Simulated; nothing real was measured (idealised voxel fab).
Name of the process module below: voxel transistor to metal
Cross-sectional view cut (width: 260 nm; square cell size: 5 nm).
A cross-section in this document is a grid of square cells, and it is written down as bands, the top band listed before the ones below it; a band is made up of one or more rows of cells. Heads up on the band format: heights come first, top then bottom, in nm. After that it's the materials left to right, each with its width in nm. A single material flagged "all across" fills the whole band edge to edge, and "air" means there's empty space there. Note: height 0 marks the level under which the wafer is uniformly one material as received. Lowest band unbounded below, written "from 0 down". The expression "30..40" gives the width at the extremes of the band, the first number at its top row of cells and the second at its bottom row, with the width changing by equal amounts from each row to the next in between. "remains unaltered" after a step means that no cell of the cross-section changed. Heads up: "Enclosed internal voids" only lists the empty pockets with no open path to the top that are 8 cells or more, and it writes them as width x height at distance, distance from the left edge, in nm. On a step's line, text after the settings is the simulator commenting on that step. The optional step-line setting "overlay nm" applies to steps with a mask and quantifies how far to the right of its planned location the mask lay, a negative value indicating leftward placement.
-- Listed below are the process steps as planned
1 RECEIVE (material Si)
2 CONFORMAL_DEP (material SiO2; thk nm 5)
3 CONFORMAL_DEP (material SiN; thk nm 15)
4 DIRECTIONAL_DEP (material aC; thk nm 15)
5 PATTERN (tone cover; mask id ACTIVE; material resist; width nm 100; pitch nm 130; thk nm 30; overlay nm 0)
6 DIRECTIONAL_ETCH (etch materials aC; depth nm 15)
7 STRIP (etch materials resist)
8 DIRECTIONAL_ETCH (etch materials SiN; depth nm 15)
9 DIRECTIONAL_ETCH (etch materials SiO2; depth nm 5)
10 DIRECTIONAL_ETCH (etch materials Si; depth nm 25)
11 STRIP (etch materials aC)
12 FILL_DEP (material SiO2; thk nm 15)
13 CMP (height nm 20)
14 SELECTIVE_ETCH (etch materials SiO2; depth nm 15)
15 STRIP (etch materials SiN)
16 SELECTIVE_ETCH (etch materials SiO2; depth nm 5)
17 OXIDIZE (depth nm 5)
18 DIRECTIONAL_DEP (material polySi; thk nm 20)
19 DIRECTIONAL_DEP (material SiCN; thk nm 15)
20 PATTERN (tone cover; mask id GATE; material resist; width nm 20; pitch nm 130; thk nm 20; overlay nm 0)
21 DIRECTIONAL_ETCH (etch materials SiCN; depth nm 25)
22 DIRECTIONAL_ETCH (etch materials polySi; depth nm 30)
23 STRIP (etch materials resist)
24 CONFORMAL_DEP (material SiO2; thk nm 5)
25 DIRECTIONAL_ETCH (etch materials SiO2; depth nm 5)
26 CONFORMAL_DEP (material SiN; thk nm 10)
27 DIRECTIONAL_ETCH (etch materials SiN; depth nm 10)
28 DIRECTIONAL_ETCH (etch materials SiO2; depth nm 5)
29 DIRECTIONAL_ETCH (etch materials Si; depth nm 10)
30 EPI (material SiGe; thk nm 15)
31 FILL_DEP (material SiO2; thk nm 5)
32 CMP (height nm 35)
33 DIRECTIONAL_DEP (material SiO2; thk nm 10)
34 DIRECTIONAL_DEP (material aC; thk nm 15)
35 PATTERN (tone open; mask id CONTACT; material resist; width nm 15; pitch nm 65; thk nm 35; overlay nm 0)
36 DIRECTIONAL_ETCH (etch materials aC; depth nm 15)
37 STRIP (etch materials resist)
38 DIRECTIONAL_ETCH (etch materials SiO2; depth nm 35)
39 STRIP (etch materials aC)
40 CONFORMAL_DEP (material TiN; thk nm 5)
41 FILL_DEP (material W; thk nm 5)
42 CMP (height nm 45)
43 DIRECTIONAL_DEP (material TiN; thk nm 5)
44 DIRECTIONAL_DEP (material W; thk nm 15)
45 DIRECTIONAL_DEP (material aC; thk nm 10)
46 PATTERN (tone cover; mask id METAL_1; material resist; width nm 15; pitch nm 65; thk nm 25; overlay nm 0)
47 DIRECTIONAL_ETCH (etch materials aC; depth nm 10)
48 STRIP (etch materials resist)
49 DIRECTIONAL_ETCH (etch materials W; depth nm 15)
50 DIRECTIONAL_ETCH (etch materials TiN; depth nm 5)
51 STRIP (etch materials aC)
52 CONFORMAL_DEP (material SiCN; thk nm 5)
53 FILL_DEP (material lowk; thk nm 5)
54 CMP (height nm 65)
55 CONFORMAL_DEP (material SiCN; thk nm 5)
56 DIRECTIONAL_DEP (material lowk; thk nm 35)
57 DIRECTIONAL_DEP (material aC; thk nm 10)
58 PATTERN (tone open; mask id METAL_2; material resist; width nm 15; pitch nm 130; thk nm 25; overlay nm 0)
59 DIRECTIONAL_ETCH (etch materials aC; depth nm 10)
60 STRIP (etch materials resist)
61 DIRECTIONAL_ETCH (etch materials lowk; depth nm 20)
62 STRIP (etch materials aC)
63 MASKED_ETCH (tone open; mask id METAL_2_HOLES; width nm 15; pitch nm 130; etch materials lowk; depth nm 15; overlay nm 0)
64 MASKED_ETCH (tone open; mask id METAL_2_HOLES; width nm 15; pitch nm 130; etch materials SiCN; depth nm 5; overlay nm 0)
65 CONFORMAL_DEP (material TiN; thk nm 5)
66 FILL_DEP (material Cu; thk nm 5)
67 CMP (height nm 105)
68 CONFORMAL_DEP (material SiN; thk nm 5)
-- On the first of the two wafers: run conducted according to plan
-- Step 1 complete: cross-section of the wafer as received
	from 0 down = Si all across
	Enclosed internal voids: none
-- State of the wafer after step 2, shown in cross-section
	from 5 to 0 = SiO2 all across
	Unchanged below 0.
-- State of the wafer after step 3, shown in cross-section
	from 20 to 5 = SiN all across
	Unchanged below 5.
-- State of the wafer after step 4, shown in cross-section
	from 35 to 20 = aC all across
	Unchanged below 20.
-- State of the wafer after step 5, shown in cross-section
	from 65 to 35 = air=15, then resist=100, then air=30, then resist=100, then air=15
	Unchanged below 35.
-- State of the wafer after step 6, shown in cross-section
	from 50 to 35 = air=15, then resist=100, then air=30, then resist=100, then air=15
	from 35 to 20 = air=15, then aC=100, then air=30, then aC=100, then air=15
	Unchanged below 20.
-- State of the wafer after step 7, shown in cross-section
	from 35 to 20 = air=15, then aC=100, then air=30, then aC=100, then air=15
	Unchanged below 20.
-- State of the wafer after step 8, shown in cross-section
	from 35 to 20 = air=15, then aC=100, then air=30, then aC=100, then air=15
	from 20 to 5 = air=15, then SiN=100, then air=30, then SiN=100, then air=15
	Unchanged below 5.
-- State of the wafer after step 9, shown in cross-section
	from 35 to 20 = air=15, then aC=100, then air=30, then aC=100, then air=15
	from 20 to 5 = air=15, then SiN=100, then air=30, then SiN=100, then air=15
	from 5 to 0 = air=15, then SiO2=100, then air=30, then SiO2=100, then air=15
	Unchanged below 0.
-- State of the wafer after step 10, shown in cross-section
	from 35 to 20 = air=15, then aC=100, then air=30, then aC=100, then air=15
	from 20 to 5 = air=15, then SiN=100, then air=30, then SiN=100, then air=15
	from 5 to 0 = air=15, then SiO2=100, then air=30, then SiO2=100, then air=15
	from 0 to -25 = air=15, then Si=100, then air=30, then Si=100, then air=15
	Unchanged below -25.
-- State of the wafer after step 11, shown in cross-section
	from 20 to 5 = air=15, then SiN=100, then air=30, then SiN=100, then air=15
	Unchanged below 5.
-- State of the wafer after step 12, shown in cross-section
	from 35 to 20 = SiO2 all across
	from 20 to 5 = SiO2=15, then SiN=100, then SiO2=30, then SiN=100, then SiO2=15
	from 5 to 0 = SiO2 all across
	from 0 to -25 = SiO2=15, then Si=100, then SiO2=30, then Si=100, then SiO2=15
	Unchanged below -25.
-- State of the wafer after step 13, shown in cross-section
	from 20 to 5 = SiO2=15, then SiN=100, then SiO2=30, then SiN=100, then SiO2=15
	Unchanged below 5.
-- State of the wafer after step 14, shown in cross-section
	from 20 to 5 = air=15, then SiN=100, then air=30, then SiN=100, then air=15
	Unchanged below 5.
-- State of the wafer after step 15, shown in cross-section
	from 5 to 0 = SiO2 all across
	Unchanged below 0.
-- State of the wafer after step 16, shown in cross-section
	from 0 to -25 = SiO2=15, then Si=100, then SiO2=30, then Si=100, then SiO2=15
	Unchanged below -25.
-- State of the wafer after step 17, shown in cross-section
	from 0 to -5 = SiO2 all across
	Unchanged below -5.
-- State of the wafer after step 18, shown in cross-section
	from 20 to 0 = polySi all across
	Unchanged below 0.
-- State of the wafer after step 19, shown in cross-section
	from 35 to 20 = SiCN all across
	Unchanged below 20.
-- State of the wafer after step 20, shown in cross-section
	from 55 to 35 = air=55, then resist=20, then air=110, then resist=20, then air=55
	Unchanged below 35.
-- State of the wafer after step 21, shown in cross-section
	from 55 to 35 = air=55, then resist=20, then air=110, then resist=20, then air=55
	from 35 to 20 = air=55, then SiCN=20, then air=110, then SiCN=20, then air=55
	Unchanged below 20.
-- State of the wafer after step 22, shown in cross-section
	from 55 to 35 = air=55, then resist=20, then air=110, then resist=20, then air=55
	from 35 to 20 = air=55, then SiCN=20, then air=110, then SiCN=20, then air=55
	from 20 to 0 = air=55, then polySi=20, then air=110, then polySi=20, then air=55
	Unchanged below 0.
-- State of the wafer after step 23, shown in cross-section
	from 35 to 20 = air=55, then SiCN=20, then air=110, then SiCN=20, then air=55
	Unchanged below 20.
-- State of the wafer after step 24, shown in cross-section
	from 40 to 35 = air=50, then SiO2=30, then air=100, then SiO2=30, then air=50
	from 35 to 20 = air=50, then SiO2=5, then SiCN=20, then SiO2=5, then air=100, then SiO2=5, then SiCN=20, then SiO2=5, then air=50
	from 20 to 5 = air=50, then SiO2=5, then polySi=20, then SiO2=5, then air=100, then SiO2=5, then polySi=20, then SiO2=5, then air=50
	from 5 to 0 = SiO2=55, then polySi=20, then SiO2=110, then polySi=20, then SiO2=55
	Unchanged below 0.
-- State of the wafer after step 25, shown in cross-section
	from 35 to 20 = air=50, then SiO2=5, then SiCN=20, then SiO2=5, then air=100, then SiO2=5, then SiCN=20, then SiO2=5, then air=50
	from 20 to 0 = air=50, then SiO2=5, then polySi=20, then SiO2=5, then air=100, then SiO2=5, then polySi=20, then SiO2=5, then air=50
	Unchanged below 0.
-- State of the wafer after step 26, shown in cross-section
	from 45 to 35 = air=40, then SiN=50, then air=80, then SiN=50, then air=40
	from 35 to 20 = air=40, then SiN=10, then SiO2=5, then SiCN=20, then SiO2=5, then SiN=10, then air=80, then SiN=10, then SiO2=5, then SiCN=20, then SiO2=5, then SiN=10, then air=40
	from 20 to 10 = air=40, then SiN=10, then SiO2=5, then polySi=20, then SiO2=5, then SiN=10, then air=80, then SiN=10, then SiO2=5, then polySi=20, then SiO2=5, then SiN=10, then air=40
	from 10 to 0 = SiN=50, then SiO2=5, then polySi=20, then SiO2=5, then SiN=100, then SiO2=5, then polySi=20, then SiO2=5, then SiN=50
	Unchanged below 0.
-- State of the wafer after step 27, shown in cross-section
	from 35 to 20 = air=40, then SiN=10, then SiO2=5, then SiCN=20, then SiO2=5, then SiN=10, then air=80, then SiN=10, then SiO2=5, then SiCN=20, then SiO2=5, then SiN=10, then air=40
	from 20 to 0 = air=40, then SiN=10, then SiO2=5, then polySi=20, then SiO2=5, then SiN=10, then air=80, then SiN=10, then SiO2=5, then polySi=20, then SiO2=5, then SiN=10, then air=40
	Unchanged below 0.
-- State of the wafer after step 28, shown in cross-section
	from 35 to 30 = air=40, then SiN=10, then air=5, then SiCN=20, then air=5, then SiN=10, then air=80, then SiN=10, then air=5, then SiCN=20, then air=5, then SiN=10, then air=40
	from 30 to 20 = air=40, then SiN=10, then SiO2=5, then SiCN=20, then SiO2=5, then SiN=10, then air=80, then SiN=10, then SiO2=5, then SiCN=20, then SiO2=5, then SiN=10, then air=40
	from 20 to 0 = air=40, then SiN=10, then SiO2=5, then polySi=20, then SiO2=5, then SiN=10, then air=80, then SiN=10, then SiO2=5, then polySi=20, then SiO2=5, then SiN=10, then air=40
	from 0 to -5 = air=40, then SiO2=50, then air=80, then SiO2=50, then air=40
	Unchanged below -5.
-- State of the wafer after step 29, shown in cross-section
	from 35 to 30 = air=40, then SiN=10, then air=5, then SiCN=20, then air=5, then SiN=10, then air=80, then SiN=10, then air=5, then SiCN=20, then air=5, then SiN=10, then air=40
	from 30 to 20 = air=40, then SiN=10, then SiO2=5, then SiCN=20, then SiO2=5, then SiN=10, then air=80, then SiN=10, then SiO2=5, then SiCN=20, then SiO2=5, then SiN=10, then air=40
	from 20 to 0 = air=40, then SiN=10, then SiO2=5, then polySi=20, then SiO2=5, then SiN=10, then air=80, then SiN=10, then SiO2=5, then polySi=20, then SiO2=5, then SiN=10, then air=40
	from 0 to -5 = air=40, then SiO2=50, then air=80, then SiO2=50, then air=40
	from -5 to -15 = SiO2=15, then air=25, then Si=50, then air=25, then SiO2=30, then air=25, then Si=50, then air=25, then SiO2=15
	Unchanged below -15.
-- State of the wafer after step 30, shown in cross-section
	from 35 to 30 = air=40, then SiN=10, then air=5, then SiCN=20, then air=5, then SiN=10, then air=80, then SiN=10, then air=5, then SiCN=20, then air=5, then SiN=10, then air=40
	from 30 to 20 = air=40, then SiN=10, then SiO2=5, then SiCN=20, then SiO2=5, then SiN=10, then air=80, then SiN=10, then SiO2=5, then SiCN=20, then SiO2=5, then SiN=10, then air=40
	from 20 to 10 = air=40, then SiN=10, then SiO2=5, then polySi=20, then SiO2=5, then SiN=10, then air=80, then SiN=10, then SiO2=5, then polySi=20, then SiO2=5, then SiN=10, then air=40
	from 10 to 0 = air=25, then SiGe=15, then SiN=10, then SiO2=5, then polySi=20, then SiO2=5, then SiN=10, then SiGe=15, then air=50, then SiGe=15, then SiN=10, then SiO2=5, then polySi=20, then SiO2=5, then SiN=10, then SiGe=15, then air=25
	from 0 to -5 = air=10, then SiGe=30, then SiO2=50, then SiGe=30, then air=20, then SiGe=30, then SiO2=50, then SiGe=30, then air=10
	from -5 to -15 = SiO2=15, then SiGe=25, then Si=50, then SiGe=25, then SiO2=30, then SiGe=25, then Si=50, then SiGe=25, then SiO2=15
	Unchanged below -15.
-- State of the wafer after step 31, shown in cross-section
	from 40 to 35 = SiO2 all across
	from 35 to 20 = SiO2=40, then SiN=10, then SiO2=5, then SiCN=20, then SiO2=5, then SiN=10, then SiO2=80, then SiN=10, then SiO2=5, then SiCN=20, then SiO2=5, then SiN=10, then SiO2=40
	from 20 to 10 = SiO2=40, then SiN=10, then SiO2=5, then polySi=20, then SiO2=5, then SiN=10, then SiO2=80, then SiN=10, then SiO2=5, then polySi=20, then SiO2=5, then SiN=10, then SiO2=40
	from 10 to 0 = SiO2=25, then SiGe=15, then SiN=10, then SiO2=5, then polySi=20, then SiO2=5, then SiN=10, then SiGe=15, then SiO2=50, then SiGe=15, then SiN=10, then SiO2=5, then polySi=20, then SiO2=5, then SiN=10, then SiGe=15, then SiO2=25
	from 0 to -5 = SiO2=10, then SiGe=30, then SiO2=50, then SiGe=30, then SiO2=20, then SiGe=30, then SiO2=50, then SiGe=30, then SiO2=10
	Unchanged below -5.
-- State of the wafer after step 32, shown in cross-section
	from 35 to 20 = SiO2=40, then SiN=10, then SiO2=5, then SiCN=20, then SiO2=5, then SiN=10, then SiO2=80, then SiN=10, then SiO2=5, then SiCN=20, then SiO2=5, then SiN=10, then SiO2=40
	Unchanged below 20.
-- State of the wafer after step 33, shown in cross-section
	from 45 to 35 = SiO2 all across
	Unchanged below 35.
-- State of the wafer after step 34, shown in cross-section
	from 60 to 45 = aC all across
	Unchanged below 45.
-- State of the wafer after step 35, shown in cross-section
	from 95 to 60 = resist=25, then air=15, then resist=50, then air=15, then resist=50, then air=15, then resist=50, then air=15, then resist=25
	Unchanged below 60.
-- State of the wafer after step 36, shown in cross-section
	from 80 to 60 = resist=25, then air=15, then resist=50, then air=15, then resist=50, then air=15, then resist=50, then air=15, then resist=25
	from 60 to 45 = aC=25, then air=15, then aC=50, then air=15, then aC=50, then air=15, then aC=50, then air=15, then aC=25
	Unchanged below 45.
-- State of the wafer after step 37, shown in cross-section
	from 60 to 45 = aC=25, then air=15, then aC=50, then air=15, then aC=50, then air=15, then aC=50, then air=15, then aC=25
	Unchanged below 45.
-- State of the wafer after step 38, shown in cross-section
	from 60 to 45 = aC=25, then air=15, then aC=50, then air=15, then aC=50, then air=15, then aC=50, then air=15, then aC=25
	from 45 to 35 = SiO2=25, then air=15, then SiO2=50, then air=15, then SiO2=50, then air=15, then SiO2=50, then air=15, then SiO2=25
	from 35 to 20 = SiO2=25, then air=15, then SiN=10, then SiO2=5, then SiCN=20, then SiO2=5, then SiN=10, then air=15, then SiO2=50, then air=15, then SiN=10, then SiO2=5, then SiCN=20, then SiO2=5, then SiN=10, then air=15, then SiO2=25
	from 20 to 10 = SiO2=25, then air=15, then SiN=10, then SiO2=5, then polySi=20, then SiO2=5, then SiN=10, then air=15, then SiO2=50, then air=15, then SiN=10, then SiO2=5, then polySi=20, then SiO2=5, then SiN=10, then air=15, then SiO2=25
	Unchanged below 10.
-- State of the wafer after step 39, shown in cross-section
	from 45 to 35 = SiO2=25, then air=15, then SiO2=50, then air=15, then SiO2=50, then air=15, then SiO2=50, then air=15, then SiO2=25
	Unchanged below 35.
-- State of the wafer after step 40, shown in cross-section
	from 50 to 45 = TiN=30, then air=5, then TiN=60, then air=5, then TiN=60, then air=5, then TiN=60, then air=5, then TiN=30
	from 45 to 35 = SiO2=25, then TiN=5, then air=5, then TiN=5, then SiO2=50, then TiN=5, then air=5, then TiN=5, then SiO2=50, then TiN=5, then air=5, then TiN=5, then SiO2=50, then TiN=5, then air=5, then TiN=5, then SiO2=25
	from 35 to 20 = SiO2=25, then TiN=5, then air=5, then TiN=5, then SiN=10, then SiO2=5, then SiCN=20, then SiO2=5, then SiN=10, then TiN=5, then air=5, then TiN=5, then SiO2=50, then TiN=5, then air=5, then TiN=5, then SiN=10, then SiO2=5, then SiCN=20, then SiO2=5, then SiN=10, then TiN=5, then air=5, then TiN=5, then SiO2=25
	from 20 to 15 = SiO2=25, then TiN=5, then air=5, then TiN=5, then SiN=10, then SiO2=5, then polySi=20, then SiO2=5, then SiN=10, then TiN=5, then air=5, then TiN=5, then SiO2=50, then TiN=5, then air=5, then TiN=5, then SiN=10, then SiO2=5, then polySi=20, then SiO2=5, then SiN=10, then TiN=5, then air=5, then TiN=5, then SiO2=25
	from 15 to 10 = SiO2=25, then TiN=15, then SiN=10, then SiO2=5, then polySi=20, then SiO2=5, then SiN=10, then TiN=15, then SiO2=50, then TiN=15, then SiN=10, then SiO2=5, then polySi=20, then SiO2=5, then SiN=10, then TiN=15, then SiO2=25
	Unchanged below 10.
-- State of the wafer after step 41, shown in cross-section
	from 55 to 50 = W all across
	from 50 to 45 = TiN=30, then W=5, then TiN=60, then W=5, then TiN=60, then W=5, then TiN=60, then W=5, then TiN=30
	from 45 to 35 = SiO2=25, then TiN=5, then W=5, then TiN=5, then SiO2=50, then TiN=5, then W=5, then TiN=5, then SiO2=50, then TiN=5, then W=5, then TiN=5, then SiO2=50, then TiN=5, then W=5, then TiN=5, then SiO2=25
	from 35 to 20 = SiO2=25, then TiN=5, then W=5, then TiN=5, then SiN=10, then SiO2=5, then SiCN=20, then SiO2=5, then SiN=10, then TiN=5, then W=5, then TiN=5, then SiO2=50, then TiN=5, then W=5, then TiN=5, then SiN=10, then SiO2=5, then SiCN=20, then SiO2=5, then SiN=10, then TiN=5, then W=5, then TiN=5, then SiO2=25
	from 20 to 15 = SiO2=25, then TiN=5, then W=5, then TiN=5, then SiN=10, then SiO2=5, then polySi=20, then SiO2=5, then SiN=10, then TiN=5, then W=5, then TiN=5, then SiO2=50, then TiN=5, then W=5, then TiN=5, then SiN=10, then SiO2=5, then polySi=20, then SiO2=5, then SiN=10, then TiN=5, then W=5, then TiN=5, then SiO2=25
	Unchanged below 15.
-- State of the wafer after step 42, shown in cross-section
	from 45 to 35 = SiO2=25, then TiN=5, then W=5, then TiN=5, then SiO2=50, then TiN=5, then W=5, then TiN=5, then SiO2=50, then TiN=5, then W=5, then TiN=5, then SiO2=50, then TiN=5, then W=5, then TiN=5, then SiO2=25
	Unchanged below 35.
-- State of the wafer after step 43, shown in cross-section
	from 50 to 45 = TiN all across
	Unchanged below 45.
-- State of the wafer after step 44, shown in cross-section
	from 65 to 50 = W all across
	Unchanged below 50.
-- State of the wafer after step 45, shown in cross-section
	from 75 to 65 = aC all across
	Unchanged below 65.
-- State of the wafer after step 46, shown in cross-section
	from 100 to 75 = air=25, then resist=15, then air=50, then resist=15, then air=50, then resist=15, then air=50, then resist=15, then air=25
	Unchanged below 75.
-- State of the wafer after step 47, shown in cross-section
	from 90 to 75 = air=25, then resist=15, then air=50, then resist=15, then air=50, then resist=15, then air=50, then resist=15, then air=25
	from 75 to 65 = air=25, then aC=15, then air=50, then aC=15, then air=50, then aC=15, then air=50, then aC=15, then air=25
	Unchanged below 65.
-- State of the wafer after step 48, shown in cross-section
	from 75 to 65 = air=25, then aC=15, then air=50, then aC=15, then air=50, then aC=15, then air=50, then aC=15, then air=25
	Unchanged below 65.
-- State of the wafer after step 49, shown in cross-section
	from 75 to 65 = air=25, then aC=15, then air=50, then aC=15, then air=50, then aC=15, then air=50, then aC=15, then air=25
	from 65 to 50 = air=25, then W=15, then air=50, then W=15, then air=50, then W=15, then air=50, then W=15, then air=25
	Unchanged below 50.
-- State of the wafer after step 50, shown in cross-section
	from 75 to 65 = air=25, then aC=15, then air=50, then aC=15, then air=50, then aC=15, then air=50, then aC=15, then air=25
	from 65 to 50 = air=25, then W=15, then air=50, then W=15, then air=50, then W=15, then air=50, then W=15, then air=25
	from 50 to 45 = air=25, then TiN=15, then air=50, then TiN=15, then air=50, then TiN=15, then air=50, then TiN=15, then air=25
	Unchanged below 45.
-- State of the wafer after step 51, shown in cross-section
	from 65 to 50 = air=25, then W=15, then air=50, then W=15, then air=50, then W=15, then air=50, then W=15, then air=25
	Unchanged below 50.
-- State of the wafer after step 52, shown in cross-section
	from 70 to 65 = air=20, then SiCN=25, then air=40, then SiCN=25, then air=40, then SiCN=25, then air=40, then SiCN=25, then air=20
	from 65 to 50 = air=20, then SiCN=5, then W=15, then SiCN=5, then air=40, then SiCN=5, then W=15, then SiCN=5, then air=40, then SiCN=5, then W=15, then SiCN=5, then air=40, then SiCN=5, then W=15, then SiCN=5, then air=20
	from 50 to 45 = SiCN=25, then TiN=15, then SiCN=50, then TiN=15, then SiCN=50, then TiN=15, then SiCN=50, then TiN=15, then SiCN=25
	Unchanged below 45.
-- State of the wafer after step 53, shown in cross-section
	from 75 to 70 = lowk all across
	from 70 to 65 = lowk=20, then SiCN=25, then lowk=40, then SiCN=25, then lowk=40, then SiCN=25, then lowk=40, then SiCN=25, then lowk=20
	from 65 to 50 = lowk=20, then SiCN=5, then W=15, then SiCN=5, then lowk=40, then SiCN=5, then W=15, then SiCN=5, then lowk=40, then SiCN=5, then W=15, then SiCN=5, then lowk=40, then SiCN=5, then W=15, then SiCN=5, then lowk=20
	Unchanged below 50.
-- State of the wafer after step 54, shown in cross-section
	from 65 to 50 = lowk=20, then SiCN=5, then W=15, then SiCN=5, then lowk=40, then SiCN=5, then W=15, then SiCN=5, then lowk=40, then SiCN=5, then W=15, then SiCN=5, then lowk=40, then SiCN=5, then W=15, then SiCN=5, then lowk=20
	Unchanged below 50.
-- State of the wafer after step 55, shown in cross-section
	from 70 to 65 = SiCN all across
	Unchanged below 65.
-- State of the wafer after step 56, shown in cross-section
	from 105 to 70 = lowk all across
	Unchanged below 70.
-- State of the wafer after step 57, shown in cross-section
	from 115 to 105 = aC all across
	Unchanged below 105.
-- State of the wafer after step 58, shown in cross-section
	from 140 to 115 = resist=25, then air=15, then resist=115, then air=15, then resist=90
	Unchanged below 115.
-- State of the wafer after step 59, shown in cross-section
	from 130 to 115 = resist=25, then air=15, then resist=115, then air=15, then resist=90
	from 115 to 105 = aC=25, then air=15, then aC=115, then air=15, then aC=90
	Unchanged below 105.
-- State of the wafer after step 60, shown in cross-section
	from 115 to 105 = aC=25, then air=15, then aC=115, then air=15, then aC=90
	Unchanged below 105.
-- State of the wafer after step 61, shown in cross-section
	from 115 to 105 = aC=25, then air=15, then aC=115, then air=15, then aC=90
	from 105 to 85 = lowk=25, then air=15, then lowk=115, then air=15, then lowk=90
	Unchanged below 85.
-- State of the wafer after step 62, shown in cross-section
	from 105 to 85 = lowk=25, then air=15, then lowk=115, then air=15, then lowk=90
	Unchanged below 85.
-- State of the wafer after step 63, shown in cross-section
	from 105 to 70 = lowk=25, then air=15, then lowk=115, then air=15, then lowk=90
	Unchanged below 70.
-- State of the wafer after step 64, shown in cross-section
	from 105 to 70 = lowk=25, then air=15, then lowk=115, then air=15, then lowk=90
	from 70 to 65 = SiCN=25, then air=15, then SiCN=115, then air=15, then SiCN=90
	Unchanged below 65.
-- State of the wafer after step 65, shown in cross-section
	from 110 to 105 = TiN=30, then air=5, then TiN=125, then air=5, then TiN=95
	from 105 to 70 = lowk=25, then TiN=5, then air=5, then TiN=5, then lowk=115, then TiN=5, then air=5, then TiN=5, then lowk=90
	from 70 to 65 = SiCN=25, then TiN=15, then SiCN=115, then TiN=15, then SiCN=90
	Unchanged below 65.
-- State of the wafer after step 66, shown in cross-section
	from 115 to 110 = Cu all across
	from 110 to 105 = TiN=30, then Cu=5, then TiN=125, then Cu=5, then TiN=95
	from 105 to 70 = lowk=25, then TiN=5, then Cu=5, then TiN=5, then lowk=115, then TiN=5, then Cu=5, then TiN=5, then lowk=90
	Unchanged below 70.
-- State of the wafer after step 67, shown in cross-section
	from 105 to 70 = lowk=25, then TiN=5, then Cu=5, then TiN=5, then lowk=115, then TiN=5, then Cu=5, then TiN=5, then lowk=90
	Unchanged below 70.
-- State of the wafer after step 68, shown in cross-section
	from 110 to 105 = SiN all across
	Unchanged below 105.
-- Wafer two. Same start, same plan, one slip in execution. Same as wafer one through step 57, inclusive
-- What the second wafer looks like in cross-section when step 58 should have wrapped up
	from 140 to 115 = resist=20, then air=25, then resist=105, then air=25, then resist=85
	Unchanged below 115.
-- What the second wafer looks like in cross-section when step 59 should have wrapped up
	from 130 to 115 = resist=20, then air=25, then resist=105, then air=25, then resist=85
	from 115 to 105 = aC=20, then air=25, then aC=105, then air=25, then aC=85
	Unchanged below 105.
-- What the second wafer looks like in cross-section when step 60 should have wrapped up
	from 115 to 105 = aC=20, then air=25, then aC=105, then air=25, then aC=85
	Unchanged below 105.
-- What the second wafer looks like in cross-section when step 61 should have wrapped up
	from 115 to 105 = aC=20, then air=25, then aC=105, then air=25, then aC=85
	from 105 to 85 = lowk=20, then air=25, then lowk=105, then air=25, then lowk=85
	Unchanged below 85.
-- What the second wafer looks like in cross-section when step 62 should have wrapped up
	from 105 to 85 = lowk=20, then air=25, then lowk=105, then air=25, then lowk=85
	Unchanged below 85.
-- What the second wafer looks like in cross-section when step 63 should have wrapped up
	from 105 to 85 = lowk=20, then air=25, then lowk=105, then air=25, then lowk=85
	from 85 to 70 = lowk=25, then air=15, then lowk=115, then air=15, then lowk=90
	Unchanged below 70.
-- What the second wafer looks like in cross-section when step 64 should have wrapped up
	from 105 to 85 = lowk=20, then air=25, then lowk=105, then air=25, then lowk=85
	from 85 to 70 = lowk=25, then air=15, then lowk=115, then air=15, then lowk=90
	from 70 to 65 = SiCN=25, then air=15, then SiCN=115, then air=15, then SiCN=90
	Unchanged below 65.
-- What the second wafer looks like in cross-section when step 65 should have wrapped up
	from 110 to 105 = TiN=25, then air=15, then TiN=115, then air=15, then TiN=90
	from 105 to 90 = lowk=20, then TiN=5, then air=15, then TiN=5, then lowk=105, then TiN=5, then air=15, then TiN=5, then lowk=85
	from 90 to 85 = lowk=20, then TiN=10, then air=5, then TiN=10, then lowk=105, then TiN=10, then air=5, then TiN=10, then lowk=85
	from 85 to 70 = lowk=25, then TiN=5, then air=5, then TiN=5, then lowk=115, then TiN=5, then air=5, then TiN=5, then lowk=90
	from 70 to 65 = SiCN=25, then TiN=15, then SiCN=115, then TiN=15, then SiCN=90
	Unchanged below 65.
-- What the second wafer looks like in cross-section when step 66 should have wrapped up
	from 115 to 110 = Cu all across
	from 110 to 105 = TiN=25, then Cu=15, then TiN=115, then Cu=15, then TiN=90
	from 105 to 90 = lowk=20, then TiN=5, then Cu=15, then TiN=5, then lowk=105, then TiN=5, then Cu=15, then TiN=5, then lowk=85
	from 90 to 85 = lowk=20, then TiN=10, then Cu=5, then TiN=10, then lowk=105, then TiN=10, then Cu=5, then TiN=10, then lowk=85
	from 85 to 70 = lowk=25, then TiN=5, then Cu=5, then TiN=5, then lowk=115, then TiN=5, then Cu=5, then TiN=5, then lowk=90
	Unchanged below 70.
-- What the second wafer looks like in cross-section when step 67 should have wrapped up
	from 105 to 90 = lowk=20, then TiN=5, then Cu=15, then TiN=5, then lowk=105, then TiN=5, then Cu=15, then TiN=5, then lowk=85
	Unchanged below 90.
-- What the second wafer looks like in cross-section when step 68 should have wrapped up
	from 110 to 105 = SiN all across
	Unchanged below 105.
Misprocessing identified: step 58: run off-plan, actual operation and settings PATTERN (tone open; mask id METAL_2; material resist; width nm 25; pitch nm 130; thk nm 25; overlay nm 0)
Counted in cells at the end, the second wafer holds more or fewer of these materials than the first: 12 more of Cu, 4 more of TiN, 16 fewer of lowk
